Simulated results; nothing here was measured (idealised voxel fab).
This is a process module. Its name is voxel transistor to metal.
The width of the displayed cross-section, cut, is 210 nm; its cells are square, with a size of 5 nm.
Cross-sections here: square-cell grids, written as top-down lists of bands, a band being one or more rows of cells. Heights first: top, then bottom, in nm. Then materials, left to right, each with a width in nm. "full width" on a single material: fills the band edge to edge. "blank": empty space. Height is counted from the level 0, under which the received wafer is composed throughout of one material. The lowest of the bands is not closed at the bottom but continues downward, in the notation "0 nm and below". The width entry "30..40" should be interpreted row by row: the top row of cells in the band takes the first number, the bottom row takes the second number, and the change between adjacent rows is uniform throughout. "remains unaltered" -> step changed no cross-section cell. Basically, "Closed void catalog" tells you about the enclosed voids: empty spaces with no open way to the top, 8 cells or bigger, each written width x height at distance, where distance is from the left edge, all in nm. Formally, on a step line, whatever follows the settings is a remark that the simulator itself makes on the step. The optional step-line setting "overlay nm" applies to steps with a mask and quantifies how far to the right of its planned location the mask lay, a negative value indicating leftward placement.
## This section lists the process steps that were planned
| 1 | RECEIVE,material Si |
| 2 | OXIDIZE,depth nm 5 |
| 3 | CONFORMAL_DEP,material SiN,thk nm 15 |
| 4 | PATTERN,tone cover,mask id ACTIVE,material resist,width nm 115,thk nm 15,overlay nm 0 |
| 5 | DIRECTIONAL_ETCH,etch materials SiN,depth nm 15 |
| 6 | DIRECTIONAL_ETCH,etch materials SiO2,depth nm 5 |
| 7 | DIRECTIONAL_ETCH,etch materials Si,depth nm 30 |
| 8 | STRIP,etch materials resist |
| 9 | OXIDIZE,depth nm 5 |
| 10 | FILL_DEP,material SiO2,thk nm 10 |
| 11 | CMP,height nm 15 |
| 12 | SELECTIVE_ETCH,etch materials SiO2,depth nm 10 |
| 13 | STRIP,etch materials SiN |
| 14 | SELECTIVE_ETCH,etch materials SiO2,depth nm 5 |
| 15 | OXIDIZE,depth nm 5 |
| 16 | DIRECTIONAL_DEP,material polySi,thk nm 20 |
| 17 | DIRECTIONAL_DEP,material SiCN,thk nm 15 |
| 18 | DIRECTIONAL_DEP,material aC,thk nm 10 |
| 19 | PATTERN,tone cover,mask id GATE,material resist,width nm 25,thk nm 25,overlay nm 0 |
| 20 | DIRECTIONAL_ETCH,etch materials aC,depth nm 10 |
| 21 | STRIP,etch materials resist |
| 22 | DIRECTIONAL_ETCH,etch materials SiCN,depth nm 25 |
| 23 | DIRECTIONAL_ETCH,etch materials polySi,depth nm 30 |
| 24 | STRIP,etch materials aC |
| 25 | CONFORMAL_DEP,material SiO2,thk nm 5 |
| 26 | DIRECTIONAL_ETCH,etch materials SiO2,depth nm 5 |
| 27 | CONFORMAL_DEP,material SiN,thk nm 5 |
| 28 | DIRECTIONAL_ETCH,etch materials SiN,depth nm 5 |
| 29 | DIRECTIONAL_ETCH,etch materials SiO2,depth nm 5 |
| 30 | DIRECTIONAL_ETCH,etch materials Si,depth nm 5 |
| 31 | EPI,material SiGe,thk nm 10 |
| 32 | FILL_DEP,material SiO2,thk nm 5 |
| 33 | CMP,height nm 30 |
| 34 | DIRECTIONAL_DEP,material SiO2,thk nm 10 |
| 35 | DIRECTIONAL_DEP,material aC,thk nm 10 |
| 36 | PATTERN,tone open,mask id CONTACT,material resist,width nm 35,pitch nm 70,thk nm 30,overlay nm 0 |
| 37 | DIRECTIONAL_ETCH,etch materials aC,depth nm 10 |
| 38 | STRIP,etch materials resist |
| 39 | DIRECTIONAL_ETCH,etch materials SiO2,depth nm 45 |
| 40 | STRIP,etch materials aC |
| 41 | CONFORMAL_DEP,material TiN,thk nm 5 |
| 42 | FILL_DEP,material Ru,thk nm 5 |
| 43 | CMP,height nm 40 |
| 44 | DIRECTIONAL_DEP,material TiN,thk nm 5 |
| 45 | DIRECTIONAL_DEP,material W,thk nm 15 |
| 46 | MASKED_ETCH,tone cover,mask id METAL_1,width nm 20,pitch nm 85,etch materials W,depth nm 15,overlay nm 0 |
| 47 | MASKED_ETCH,tone cover,mask id METAL_1,width nm 20,pitch nm 85,etch materials TiN,depth nm 5,overlay nm 0 |
| 48 | CONFORMAL_DEP,material SiN,thk nm 5 |
| 49 | FILL_DEP,material SiO2,thk nm 10 |
| 50 | CMP,height nm 60 |
| 51 | CONFORMAL_DEP,material SiCN,thk nm 5 |
| 52 | DIRECTIONAL_DEP,material SiO2,thk nm 25 |
| 53 | PATTERN,tone open,mask id METAL_2,material resist,width nm 20,pitch nm 85,thk nm 20,overlay nm 0 |
| 54 | DIRECTIONAL_ETCH,etch materials SiO2,depth nm 15 |
| 55 | STRIP,etch materials resist |
| 56 | PATTERN,tone open,mask id METAL_2_HOLES,material resist,width nm 15,pitch nm 85,thk nm 20,overlay nm 0 |
| 57 | DIRECTIONAL_ETCH,etch materials SiO2,depth nm 10 |
| 58 | DIRECTIONAL_ETCH,etch materials SiCN,depth nm 5 |
| 59 | STRIP,etch materials resist |
| 60 | CONFORMAL_DEP,material TiN,thk nm 5 |
| 61 | FILL_DEP,material Cu,thk nm 5 |
| 62 | CMP,height nm 90 |
| 63 | CONFORMAL_DEP,material SiN,thk nm 5 |
## First of two wafers, with the run carried out as planned
## This is the cross-section of the wafer as we received it, i.e. after step 1
0 nm and below  Si full width
Closed void catalog: none
## Cross-section through the wafer, step 2 finished
0 nm to -5 nm  SiO2 full width
Beneath the level -5, the cross-section is identical to its previous state.
## Cross-section through the wafer, step 3 finished
15 nm to 0 nm  SiN full width
Beneath the level 0, the cross-section is identical to its previous state.
## Cross-section through the wafer, step 4 finished
30 nm to 15 nm  blank (45) | resist (115) | blank (50)
Beneath the level 15, the cross-section is identical to its previous state.
## Cross-section through the wafer, step 5 finished
30 nm to 15 nm  blank (45) | resist (115) | blank (50)
15 nm to 0 nm  blank (45) | SiN (115) | blank (50)
Beneath the level 0, the cross-section is identical to its previous state.
## Cross-section through the wafer, step 6 finished
30 nm to 15 nm  blank (45) | resist (115) | blank (50)
15 nm to 0 nm  blank (45) | SiN (115) | blank (50)
0 nm to -5 nm  blank (45) | SiO2 (115) | blank (50)
Beneath the level -5, the cross-section is identical to its previous state.
## Cross-section through the wafer, step 7 finished
30 nm to 15 nm  blank (45) | resist (115) | blank (50)
15 nm to 0 nm  blank (45) | SiN (115) | blank (50)
0 nm to -5 nm  blank (45) | SiO2 (115) | blank (50)
-5 nm to -35 nm  blank (45) | Si (115) | blank (50)
Beneath the level -35, the cross-section is identical to its previous state.
## Cross-section through the wafer, step 8 finished
15 nm to 0 nm  blank (45) | SiN (115) | blank (50)
Beneath the level 0, the cross-section is identical to its previous state.
## Cross-section through the wafer, step 9 finished
15 nm to 0 nm  blank (45) | SiN (115) | blank (50)
0 nm to -5 nm  blank (45) | SiO2 (115) | blank (50)
-5 nm to -35 nm  blank (45) | SiO2 (5) | Si (105) | SiO2 (5) | blank (50)
-35 nm to -40 nm  SiO2 (50) | Si (105) | SiO2 (55)
Beneath the level -40, the cross-section is identical to its previous state.
## Cross-section through the wafer, step 10 finished
25 nm to 15 nm  SiO2 full width
15 nm to 0 nm  SiO2 (45) | SiN (115) | SiO2 (50)
0 nm to -5 nm  SiO2 full width
-5 nm to -40 nm  SiO2 (50) | Si (105) | SiO2 (55)
Beneath the level -40, the cross-section is identical to its previous state.
## Cross-section through the wafer, step 11 finished
15 nm to 0 nm  SiO2 (45) | SiN (115) | SiO2 (50)
Beneath the level 0, the cross-section is identical to its previous state.
## Cross-section through the wafer, step 12 finished
15 nm to 5 nm  blank (45) | SiN (115) | blank (50)
Beneath the level 5, the cross-section is identical to its previous state.
## Cross-section through the wafer, step 13 finished
5 nm to 0 nm  SiO2 (45) | blank (115) | SiO2 (50)
Beneath the level 0, the cross-section is identical to its previous state.
## Cross-section through the wafer, step 14 finished
0 nm to -5 nm  SiO2 (40) | blank (125) | SiO2 (45)
Beneath the level -5, the cross-section is identical to its previous state.
## Cross-section through the wafer, step 15 finished
0 nm to -5 nm  SiO2 (40) | blank (125) | SiO2 (45)
-5 nm to -10 nm  SiO2 full width
Beneath the level -10, the cross-section is identical to its previous state.
## Cross-section through the wafer, step 16 finished
20 nm to 15 nm  polySi (40) | blank (125) | polySi (45)
15 nm to 0 nm  polySi full width
0 nm to -5 nm  SiO2 (40) | polySi (125) | SiO2 (45)
Beneath the level -5, the cross-section is identical to its previous state.
## Cross-section through the wafer, step 17 finished
35 nm to 30 nm  SiCN (40) | blank (125) | SiCN (45)
30 nm to 20 nm  SiCN full width
20 nm to 15 nm  polySi (40) | SiCN (125) | polySi (45)
Beneath the level 15, the cross-section is identical to its previous state.
## Cross-section through the wafer, step 18 finished
45 nm to 40 nm  aC (40) | blank (125) | aC (45)
40 nm to 35 nm  aC full width
35 nm to 30 nm  SiCN (40) | aC (125) | SiCN (45)
Beneath the level 30, the cross-section is identical to its previous state.
## Cross-section through the wafer, step 19 finished
70 nm to 45 nm  blank (90) | resist (25) | blank (95)
45 nm to 40 nm  aC (40) | blank (50) | resist (25) | blank (50) | aC (45)
Beneath the level 40, the cross-section is identical to its previous state.
## Cross-section through the wafer, step 20 finished
60 nm to 40 nm  blank (90) | resist (25) | blank (95)
40 nm to 35 nm  blank (90) | aC (25) | blank (95)
35 nm to 30 nm  SiCN (40) | blank (50) | aC (25) | blank (50) | SiCN (45)
Beneath the level 30, the cross-section is identical to its previous state.
## Cross-section through the wafer, step 21 finished
40 nm to 35 nm  blank (90) | aC (25) | blank (95)
Beneath the level 35, the cross-section is identical to its previous state.
## Cross-section through the wafer, step 22 finished
40 nm to 30 nm  blank (90) | aC (25) | blank (95)
30 nm to 20 nm  blank (90) | SiCN (25) | blank (95)
20 nm to 15 nm  polySi (40) | blank (50) | SiCN (25) | blank (50) | polySi (45)
Beneath the level 15, the cross-section is identical to its previous state.
## Cross-section through the wafer, step 23 finished
40 nm to 30 nm  blank (90) | aC (25) | blank (95)
30 nm to 15 nm  blank (90) | SiCN (25) | blank (95)
15 nm to 0 nm  blank (90) | polySi (25) | blank (95)
0 nm to -5 nm  SiO2 (40) | blank (50) | polySi (25) | blank (50) | SiO2 (45)
Beneath the level -5, the cross-section is identical to its previous state.
## Cross-section through the wafer, step 24 finished
30 nm to 15 nm  blank (90) | SiCN (25) | blank (95)
Beneath the level 15, the cross-section is identical to its previous state.
## Cross-section through the wafer, step 25 finished
35 nm to 30 nm  blank (85) | SiO2 (35) | blank (90)
30 nm to 15 nm  blank (85) | SiO2 (5) | SiCN (25) | SiO2 (5) | blank (90)
15 nm to 5 nm  blank (85) | SiO2 (5) | polySi (25) | SiO2 (5) | blank (90)
5 nm to 0 nm  SiO2 (45) | blank (40) | SiO2 (5) | polySi (25) | SiO2 (5) | blank (40) | SiO2 (50)
0 nm to -5 nm  SiO2 (90) | polySi (25) | SiO2 (95)
Beneath the level -5, the cross-section is identical to its previous state.
## Cross-section through the wafer, step 26 finished
30 nm to 15 nm  blank (85) | SiO2 (5) | SiCN (25) | SiO2 (5) | blank (90)
15 nm to 0 nm  blank (85) | SiO2 (5) | polySi (25) | SiO2 (5) | blank (90)
0 nm to -5 nm  SiO2 (45) | blank (40) | SiO2 (5) | polySi (25) | SiO2 (5) | blank (40) | SiO2 (50)
Beneath the level -5, the cross-section is identical to its previous state.
## Cross-section through the wafer, step 27 finished
35 nm to 30 nm  blank (80) | SiN (45) | blank (85)
30 nm to 15 nm  blank (80) | SiN (5) | SiO2 (5) | SiCN (25) | SiO2 (5) | SiN (5) | blank (85)
15 nm to 5 nm  blank (80) | SiN (5) | SiO2 (5) | polySi (25) | SiO2 (5) | SiN (5) | blank (85)
5 nm to 0 nm  SiN (50) | blank (30) | SiN (5) | SiO2 (5) | polySi (25) | SiO2 (5) | SiN (5) | blank (30) | SiN (55)
0 nm to -5 nm  SiO2 (45) | SiN (40) | SiO2 (5) | polySi (25) | SiO2 (5) | SiN (40) | SiO2 (50)
Beneath the level -5, the cross-section is identical to its previous state.
## Cross-section through the wafer, step 28 finished
30 nm to 15 nm  blank (80) | SiN (5) | SiO2 (5) | SiCN (25) | SiO2 (5) | SiN (5) | blank (85)
15 nm to 0 nm  blank (80) | SiN (5) | SiO2 (5) | polySi (25) | SiO2 (5) | SiN (5) | blank (85)
0 nm to -5 nm  SiO2 (45) | SiN (5) | blank (30) | SiN (5) | SiO2 (5) | polySi (25) | SiO2 (5) | SiN (5) | blank (30) | SiN (5) | SiO2 (50)
Beneath the level -5, the cross-section is identical to its previous state.
## Cross-section through the wafer, step 29 finished
30 nm to 25 nm  blank (80) | SiN (5) | blank (5) | SiCN (25) | blank (5) | SiN (5) | blank (85)
25 nm to 15 nm  blank (80) | SiN (5) | SiO2 (5) | SiCN (25) | SiO2 (5) | SiN (5) | blank (85)
15 nm to 0 nm  blank (80) | SiN (5) | SiO2 (5) | polySi (25) | SiO2 (5) | SiN (5) | blank (85)
0 nm to -5 nm  blank (45) | SiN (5) | blank (30) | SiN (5) | SiO2 (5) | polySi (25) | SiO2 (5) | SiN (5) | blank (30) | SiN (5) | blank (50)
-5 nm to -10 nm  SiO2 (50) | blank (30) | SiO2 (45) | blank (30) | SiO2 (55)
Beneath the level -10, the cross-section is identical to its previous state.
## Cross-section through the wafer, step 30 finished
30 nm to 25 nm  blank (80) | SiN (5) | blank (5) | SiCN (25) | blank (5) | SiN (5) | blank (85)
25 nm to 15 nm  blank (80) | SiN (5) | SiO2 (5) | SiCN (25) | SiO2 (5) | SiN (5) | blank (85)
15 nm to 0 nm  blank (80) | SiN (5) | SiO2 (5) | polySi (25) | SiO2 (5) | SiN (5) | blank (85)
0 nm to -5 nm  blank (45) | SiN (5) | blank (30) | SiN (5) | SiO2 (5) | polySi (25) | SiO2 (5) | SiN (5) | blank (30) | SiN (5) | blank (50)
-5 nm to -10 nm  SiO2 (50) | blank (30) | SiO2 (45) | blank (30) | SiO2 (55)
-10 nm to -15 nm  SiO2 (50) | blank (30) | Si (45) | blank (30) | SiO2 (55)
Beneath the level -15, the cross-section is identical to its previous state.
## Cross-section through the wafer, step 31 finished
30 nm to 25 nm  blank (80) | SiN (5) | blank (5) | SiCN (25) | blank (5) | SiN (5) | blank (85)
25 nm to 15 nm  blank (80) | SiN (5) | SiO2 (5) | SiCN (25) | SiO2 (5) | SiN (5) | blank (85)
15 nm to 0 nm  blank (80) | SiN (5) | SiO2 (5) | polySi (25) | SiO2 (5) | SiN (5) | blank (85)
0 nm to -5 nm  blank (45) | SiN (5) | blank (20) | SiGe (10) | SiN (5) | SiO2 (5) | polySi (25) | SiO2 (5) | SiN (5) | SiGe (10) | blank (20) | SiN (5) | blank (50)
-5 nm to -10 nm  SiO2 (50) | SiGe (30) | SiO2 (45) | SiGe (30) | SiO2 (55)
-10 nm to -15 nm  SiO2 (50) | SiGe (30) | Si (45) | SiGe (30) | SiO2 (55)
Beneath the level -15, the cross-section is identical to its previous state.
## Cross-section through the wafer, step 32 finished
35 nm to 30 nm  SiO2 full width
30 nm to 15 nm  SiO2 (80) | SiN (5) | SiO2 (5) | SiCN (25) | SiO2 (5) | SiN (5) | SiO2 (85)
15 nm to 0 nm  SiO2 (80) | SiN (5) | SiO2 (5) | polySi (25) | SiO2 (5) | SiN (5) | SiO2 (85)
0 nm to -5 nm  SiO2 (45) | SiN (5) | SiO2 (20) | SiGe (10) | SiN (5) | SiO2 (5) | polySi (25) | SiO2 (5) | SiN (5) | SiGe (10) | SiO2 (20) | SiN (5) | SiO2 (50)
Beneath the level -5, the cross-section is identical to its previous state.
## Cross-section through the wafer, step 33 finished
30 nm to 15 nm  SiO2 (80) | SiN (5) | SiO2 (5) | SiCN (25) | SiO2 (5) | SiN (5) | SiO2 (85)
Beneath the level 15, the cross-section is identical to its previous state.
## Cross-section through the wafer, step 34 finished
40 nm to 30 nm  SiO2 full width
Beneath the level 30, the cross-section is identical to its previous state.
## Cross-section through the wafer, step 35 finished
50 nm to 40 nm  aC full width
Beneath the level 40, the cross-section is identical to its previous state.
## Cross-section through the wafer, step 36 finished
80 nm to 50 nm  resist (50) | blank (35) | resist (35) | blank (35) | resist (55)
Beneath the level 50, the cross-section is identical to its previous state.
## Cross-section through the wafer, step 37 finished
70 nm to 50 nm  resist (50) | blank (35) | resist (35) | blank (35) | resist (55)
50 nm to 40 nm  aC (50) | blank (35) | aC (35) | blank (35) | aC (55)
Beneath the level 40, the cross-section is identical to its previous state.
## Cross-section through the wafer, step 38 finished
50 nm to 40 nm  aC (50) | blank (35) | aC (35) | blank (35) | aC (55)
Beneath the level 40, the cross-section is identical to its previous state.
## Cross-section through the wafer, step 39 finished
50 nm to 40 nm  aC (50) | blank (35) | aC (35) | blank (35) | aC (55)
40 nm to 30 nm  SiO2 (50) | blank (35) | SiO2 (35) | blank (35) | SiO2 (55)
30 nm to 15 nm  SiO2 (50) | blank (30) | SiN (5) | SiO2 (5) | SiCN (25) | SiO2 (5) | SiN (5) | blank (30) | SiO2 (55)
15 nm to 0 nm  SiO2 (50) | blank (30) | SiN (5) | SiO2 (5) | polySi (25) | SiO2 (5) | SiN (5) | blank (30) | SiO2 (55)
0 nm to -5 nm  SiO2 (45) | SiN (5) | blank (20) | SiGe (10) | SiN (5) | SiO2 (5) | polySi (25) | SiO2 (5) | SiN (5) | SiGe (10) | blank (20) | SiN (5) | SiO2 (50)
Beneath the level -5, the cross-section is identical to its previous state.
## Cross-section through the wafer, step 40 finished
40 nm to 30 nm  SiO2 (50) | blank (35) | SiO2 (35) | blank (35) | SiO2 (55)
Beneath the level 30, the cross-section is identical to its previous state.
## Cross-section through the wafer, step 41 finished
45 nm to 40 nm  TiN (55) | blank (25) | TiN (45) | blank (25) | TiN (60)
40 nm to 30 nm  SiO2 (50) | TiN (5) | blank (25..20) | TiN (5..10) | SiO2 (35) | TiN (5..10) | blank (25..20) | TiN (5) | SiO2 (55)
30 nm to 15 nm  SiO2 (50) | TiN (5) | blank (20) | TiN (5) | SiN (5) | SiO2 (5) | SiCN (25) | SiO2 (5) | SiN (5) | TiN (5) | blank (20) | TiN (5) | SiO2 (55)
15 nm to 5 nm  SiO2 (50) | TiN (5) | blank (20) | TiN (5) | SiN (5) | SiO2 (5) | polySi (25) | SiO2 (5) | SiN (5) | TiN (5) | blank (20) | TiN (5) | SiO2 (55)
5 nm to 0 nm  SiO2 (50) | TiN (5) | blank (10) | TiN (15) | SiN (5) | SiO2 (5) | polySi (25) | SiO2 (5) | SiN (5) | TiN (15) | blank (10) | TiN (5) | SiO2 (55)
0 nm to -5 nm  SiO2 (45) | SiN (5) | TiN (20) | SiGe (10) | SiN (5) | SiO2 (5) | polySi (25) | SiO2 (5) | SiN (5) | SiGe (10) | TiN (20) | SiN (5) | SiO2 (50)
Beneath the level -5, the cross-section is identical to its previous state.
## Cross-section through the wafer, step 42 finished
50 nm to 45 nm  Ru full width
45 nm to 40 nm  TiN (55) | Ru (25) | TiN (45) | Ru (25) | TiN (60)
40 nm to 30 nm  SiO2 (50) | TiN (5) | Ru (25..20) | TiN (5..10) | SiO2 (35) | TiN (5..10) | Ru (25..20) | TiN (5) | SiO2 (55)
30 nm to 15 nm  SiO2 (50) | TiN (5) | Ru (20) | TiN (5) | SiN (5) | SiO2 (5) | SiCN (25) | SiO2 (5) | SiN (5) | TiN (5) | Ru (20) | TiN (5) | SiO2 (55)
15 nm to 5 nm  SiO2 (50) | TiN (5) | Ru (20) | TiN (5) | SiN (5) | SiO2 (5) | polySi (25) | SiO2 (5) | SiN (5) | TiN (5) | Ru (20) | TiN (5) | SiO2 (55)
5 nm to 0 nm  SiO2 (50) | TiN (5) | Ru (10) | TiN (15) | SiN (5) | SiO2 (5) | polySi (25) | SiO2 (5) | SiN (5) | TiN (15) | Ru (10) | TiN (5) | SiO2 (55)
Beneath the level 0, the cross-section is identical to its previous state.
## Cross-section through the wafer, step 43 finished
40 nm to 30 nm  SiO2 (50) | TiN (5) | Ru (25..20) | TiN (5..10) | SiO2 (35) | TiN (5..10) | Ru (25..20) | TiN (5) | SiO2 (55)
Beneath the level 30, the cross-section is identical to its previous state.
## Cross-section through the wafer, step 44 finished
45 nm to 40 nm  TiN full width
Beneath the level 40, the cross-section is identical to its previous state.
## Cross-section through the wafer, step 45 finished
60 nm to 45 nm  W full width
Beneath the level 45, the cross-section is identical to its previous state.
## Cross-section through the wafer, step 46 finished
60 nm to 45 nm  blank (50) | W (20) | blank (65) | W (20) | blank (55)
Beneath the level 45, the cross-section is identical to its previous state.
## Cross-section through the wafer, step 47 finished
60 nm to 45 nm  blank (50) | W (20) | blank (65) | W (20) | blank (55)
45 nm to 40 nm  blank (50) | TiN (20) | blank (65) | TiN (20) | blank (55)
Beneath the level 40, the cross-section is identical to its previous state.
## Cross-section through the wafer, step 48 finished
65 nm to 60 nm  blank (45) | SiN (30) | blank (55) | SiN (30) | blank (50)
60 nm to 45 nm  blank (45) | SiN (5) | W (20) | SiN (5) | blank (55) | SiN (5) | W (20) | SiN (5) | blank (50)
45 nm to 40 nm  SiN (50) | TiN (20) | SiN (65) | TiN (20) | SiN (55)
Beneath the level 40, the cross-section is identical to its previous state.
## Cross-section through the wafer, step 49 finished
75 nm to 65 nm  SiO2 full width
65 nm to 60 nm  SiO2 (45) | SiN (30) | SiO2 (55) | SiN (30) | SiO2 (50)
60 nm to 45 nm  SiO2 (45) | SiN (5) | W (20) | SiN (5) | SiO2 (55) | SiN (5) | W (20) | SiN (5) | SiO2 (50)
Beneath the level 45, the cross-section is identical to its previous state.
## Cross-section through the wafer, step 50 finished
60 nm to 45 nm  SiO2 (45) | SiN (5) | W (20) | SiN (5) | SiO2 (55) | SiN (5) | W (20) | SiN (5) | SiO2 (50)
Beneath the level 45, the cross-section is identical to its previous state.
## Cross-section through the wafer, step 51 finished
65 nm to 60 nm  SiCN full width
Beneath the level 60, the cross-section is identical to its previous state.
## Cross-section through the wafer, step 52 finished
90 nm to 65 nm  SiO2 full width
Beneath the level 65, the cross-section is identical to its previous state.
## Cross-section through the wafer, step 53 finished
110 nm to 90 nm  resist (50) | blank (20) | resist (65) | blank (20) | resist (55)
Beneath the level 90, the cross-section is identical to its previous state.
## Cross-section through the wafer, step 54 finished
110 nm to 90 nm  resist (50) | blank (20) | resist (65) | blank (20) | resist (55)
90 nm to 75 nm  SiO2 (50) | blank (20) | SiO2 (65) | blank (20) | SiO2 (55)
Beneath the level 75, the cross-section is identical to its previous state.
## Cross-section through the wafer, step 55 finished
90 nm to 75 nm  SiO2 (50) | blank (20) | SiO2 (65) | blank (20) | SiO2 (55)
Beneath the level 75, the cross-section is identical to its previous state.
## Cross-section through the wafer, step 56 finished
110 nm to 90 nm  resist (50) | blank (15) | resist (70) | blank (15) | resist (60)
90 nm to 75 nm  SiO2 (50) | blank (15) | resist (5) | SiO2 (65) | blank (15) | resist (5) | SiO2 (55)
Beneath the level 75, the cross-section is identical to its previous state.
## Cross-section through the wafer, step 57 finished
110 nm to 90 nm  resist (50) | blank (15) | resist (70) | blank (15) | resist (60)
90 nm to 75 nm  SiO2 (50) | blank (15) | resist (5) | SiO2 (65) | blank (15) | resist (5) | SiO2 (55)
75 nm to 65 nm  SiO2 (50) | blank (15) | SiO2 (70) | blank (15) | SiO2 (60)
Beneath the level 65, the cross-section is identical to its previous state.
## Cross-section through the wafer, step 58 finished
110 nm to 90 nm  resist (50) | blank (15) | resist (70) | blank (15) | resist (60)
90 nm to 75 nm  SiO2 (50) | blank (15) | resist (5) | SiO2 (65) | blank (15) | resist (5) | SiO2 (55)
75 nm to 65 nm  SiO2 (50) | blank (15) | SiO2 (70) | blank (15) | SiO2 (60)
65 nm to 60 nm  SiCN (50) | blank (15) | SiCN (70) | blank (15) | SiCN (60)
Beneath the level 60, the cross-section is identical to its previous state.
## Cross-section through the wafer, step 59 finished
90 nm to 75 nm  SiO2 (50) | blank (20) | SiO2 (65) | blank (20) | SiO2 (55)
Beneath the level 75, the cross-section is identical to its previous state.
## Cross-section through the wafer, step 60 finished
95 nm to 90 nm  TiN (55) | blank (10) | TiN (75) | blank (10) | TiN (60)
90 nm to 80 nm  SiO2 (50) | TiN (5) | blank (10) | TiN (5) | SiO2 (65) | TiN (5) | blank (10) | TiN (5) | SiO2 (55)
80 nm to 75 nm  SiO2 (50) | TiN (5) | blank (5) | TiN (10) | SiO2 (65) | TiN (5) | blank (5) | TiN (10) | SiO2 (55)
75 nm to 65 nm  SiO2 (50) | TiN (5) | blank (5) | TiN (5) | SiO2 (70) | TiN (5) | blank (5) | TiN (5) | SiO2 (60)
65 nm to 60 nm  SiCN (50) | TiN (15) | SiCN (70) | TiN (15) | SiCN (60)
Beneath the level 60, the cross-section is identical to its previous state.
## Cross-section through the wafer, step 61 finished
100 nm to 95 nm  Cu full width
95 nm to 90 nm  TiN (55) | Cu (10) | TiN (75) | Cu (10) | TiN (60)
90 nm to 80 nm  SiO2 (50) | TiN (5) | Cu (10) | TiN (5) | SiO2 (65) | TiN (5) | Cu (10) | TiN (5) | SiO2 (55)
80 nm to 75 nm  SiO2 (50) | TiN (5) | Cu (5) | TiN (10) | SiO2 (65) | TiN (5) | Cu (5) | TiN (10) | SiO2 (55)
75 nm to 65 nm  SiO2 (50) | TiN (5) | Cu (5) | TiN (5) | SiO2 (70) | TiN (5) | Cu (5) | TiN (5) | SiO2 (60)
Beneath the level 65, the cross-section is identical to its previous state.
## Cross-section through the wafer, step 62 finished
90 nm to 80 nm  SiO2 (50) | TiN (5) | Cu (10) | TiN (5) | SiO2 (65) | TiN (5) | Cu (10) | TiN (5) | SiO2 (55)
Beneath the level 80, the cross-section is identical to its previous state.
## Cross-section through the wafer, step 63 finished
95 nm to 90 nm  SiN full width
Beneath the level 90, the cross-section is identical to its previous state.
## The second wafer was prepared from the same starting point and under the same plan as the first; its processing contained one mistake, and it remains indistinguishable from the first wafer up to and including step 59
## Second wafer, section view, time point: scheduled end of step 60
95 nm to 80 nm  SiO2 (55) | blank (10) | SiO2 (75) | blank (10) | SiO2 (60)
80 nm to 65 nm  SiO2 (55) | blank (5) | SiO2 (80) | blank (5) | SiO2 (65)
65 nm to 60 nm  SiCN (50) | SiO2 (15) | SiCN (70) | SiO2 (15) | SiCN (60)
Beneath the level 60, the cross-section is identical to its previous state.
## Second wafer, section view, time point: scheduled end of step 61
100 nm to 95 nm  Cu full width
95 nm to 80 nm  SiO2 (55) | Cu (10) | SiO2 (75) | Cu (10) | SiO2 (60)
80 nm to 65 nm  SiO2 (55) | Cu (5) | SiO2 (80) | Cu (5) | SiO2 (65)
Beneath the level 65, the cross-section is identical to its previous state.
## Second wafer, section view, time point: scheduled end of step 62
90 nm to 80 nm  SiO2 (55) | Cu (10) | SiO2 (75) | Cu (10) | SiO2 (60)
Beneath the level 80, the cross-section is identical to its previous state.
## Second wafer, section view, time point: scheduled end of step 63
95 nm to 90 nm  SiN full width
Beneath the level 90, the cross-section is identical to its previous state.
Which mistake was made when the wafer was run? it should be noted that step 60 was executed with settings other than those planned, the operation and settings actually applied being CONFORMAL_DEP,material SiO2,thk nm 5
Final comparison by cell count, materials where the second wafer has more or fewer than the first: SiO2: 28 more | TiN: 28 fewer
